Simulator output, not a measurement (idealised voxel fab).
This is a process module. Its name is voxel double patterning.
Displayed cross-section: cut, width of 255 nm, square cells sized 5 nm.
Throughout this document, each cross-section is represented as a grid of square cells and is presented as a sequence of bands enumerated from the top downward, where a band comprises one or more rows of cells. What a band's entry tells you: where the top is and where the bottom is, as heights in nm, and after that what lies inside, material by material from left to right, each with its width in nm. Empty space is written as the word "empty", and a single material marked with the word "full width" occupies the band from edge to edge. Ref level 0: as-received wafer is one material below here. Bottom band extends down with no lower bound ("0 and below"). It should be noted that a width expressed as "30..40" varies in equal increments from row to row of cells within the band, taking the value of the first number at the top row and that of the second number at the bottom row. "no alterations made" -> step changed no cross-section cell. Voids not open to the top, 8 cells minimum: see "Trapped cavities". Written width x height at distance; distance is from the left edge; nm. On a step's line, text after the settings is the simulator commenting on that step. "overlay nm" denotes, for a step that has a mask, the displacement of the mask to the right of its planned place, with negative values corresponding to the left.
Listed below are the process steps as planned
1 RECEIVE [material Si]
2 CONFORMAL_DEP [material SiO2] [thk nm 5]
3 DIRECTIONAL_DEP [material polySi] [thk nm 15]
4 DIRECTIONAL_DEP [material SiCN] [thk nm 5]
5 DIRECTIONAL_DEP [material aC] [thk nm 15]
6 PATTERN [tone open] [mask id FIRST] [material resist] [width nm 15] [pitch nm 50] [thk nm 30] [overlay nm 0]
7 DIRECTIONAL_ETCH [etch materials aC] [depth nm 15]
8 STRIP [etch materials resist]
9 DIRECTIONAL_ETCH [etch materials SiCN] [depth nm 5]
10 STRIP [etch materials aC]
11 MASKED_ETCH [tone open] [mask id SECOND] [width nm 15] [pitch nm 50] [etch materials SiCN] [depth nm 5] [overlay nm 0]
12 DIRECTIONAL_ETCH [etch materials polySi] [depth nm 15]
13 STRIP [etch materials SiCN]
The plan shows the thk nm of step 2 as the first wafer had it; this setting differs between the wafers, which start out alike.
Step 1 complete: as-received cross-section of the first of several wafers
- 0 and below | Si full width
- Trapped cavities: none
Below is a per-wafer table. In it, each row describes the wafer at the end of the module by giving, for each material, the number of cells gained (+) or lost (-) since the wafer was received, and after that the closed voids of the wafer
thk nm 5; +51 SiO2; +108 polySi; Trapped cavities: none
thk nm 10; +102 SiO2; +108 polySi; Trapped cavities: none
thk nm 15; +153 SiO2; +108 polySi; Trapped cavities: none
thk nm 20; +204 SiO2; +108 polySi; Trapped cavities: none
thk nm 25; +255 SiO2; +108 polySi; Trapped cavities: none
